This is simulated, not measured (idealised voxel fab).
Process module under the name voxel self aligned vias
Pictured: cross-section cut, 280 nm wide, on a grid of 5 nm square cells.
Cross-section spec: square-cell grid; bands listed top down; each band is one or more rows. Quick guide to a band line: top height, bottom height (nm) up front; then every material left to right with its width in nm. Only one material and it's marked "all across"? Then it fills the band edge to edge. And "empty" just means empty space. Height is counted from the level 0, under which the received wafer is composed throughout of one material. The lowest of the bands is not closed at the bottom but continues downward, in the notation "0 down". When a width is written as two numbers, as in "30..40", the first number is the width in the top row of cells of the band and the second is the width in its bottom row, and the width changes by the same amount from each row to the next. "left unchanged" (step): cross-section cells unchanged, all of them. Any empty space of 8 cells or more lacking an open way to the top shows up in "Closed void roster" as width x height at distance, distance from the left edge, in nm. Where a step's line continues beyond its settings, the continuation is a remark by the simulator itself on that step. On any step carrying a mask, the "overlay nm" setting, if present on the step's line, tells how far right of its planned place the mask lay; negative values point to the left.

Process steps (planned):
1 RECEIVE, material Si
2 CONFORMAL_DEP, material SiO2, thk nm 10
3 CONFORMAL_DEP, material SiCN, thk nm 5
4 DIRECTIONAL_DEP, material lowk, thk nm 20
5 MASKED_ETCH, tone open, mask id LINES, width nm 20, pitch nm 65, etch materials lowk, depth nm 20, overlay nm 0
6 CONFORMAL_DEP, material TiN, thk nm 5
7 FILL_DEP, material W, thk nm 10
8 CMP, height nm 35
9 SELECTIVE_ETCH, etch materials W Ru TiN, depth nm 5
10 FILL_DEP, material SiN, thk nm 10
11 CMP, height nm 35
12 DIRECTIONAL_DEP, material lowk, thk nm 20
13 PATTERN, tone open, mask id VIAS, material resist, width nm 40, thk nm 15, overlay nm 0
14 DIRECTIONAL_ETCH, etch materials lowk, depth nm 20
15 DIRECTIONAL_ETCH, etch materials SiN, depth nm 5
16 STRIP, etch materials resist
17 CONFORMAL_DEP, material TiN, thk nm 5
18 FILL_DEP, material Ru, thk nm 5
19 CMP, height nm 55
20 CONFORMAL_DEP, material SiN, thk nm 5

Received-state cross-section, reflecting completion of step 1:
- 0 down  Si all across
- Closed void roster: none

This is how the wafer looks in cross-section once the module is done, given the starting state and plan above and one mistake in carrying the plan out:
- 60 to 55  SiN all across
- 55 to 40  lowk (85), then TiN (5), then Ru (30), then TiN (5), then lowk (155)
- 40 to 35  lowk (85), then TiN (15), then Ru (10), then TiN (15), then lowk (155)
- 35 to 30  lowk (95), then TiN (20), then lowk (45), then SiN (20), then lowk (100)
- 30 to 20  lowk (95), then TiN (5), then W (10), then TiN (5), then lowk (45), then TiN (5), then W (10), then TiN (5), then lowk (100)
- 20 to 15  lowk (95), then TiN (20), then lowk (45), then TiN (20), then lowk (100)
- 15 to 10  SiCN all across
- 10 to 0  Ru all across
- 0 down  Si all across
- Closed void roster: none
What broke from the plan during processing? off-plan run, step 2, actual operation and settings CONFORMAL_DEP, material Ru, thk nm 10
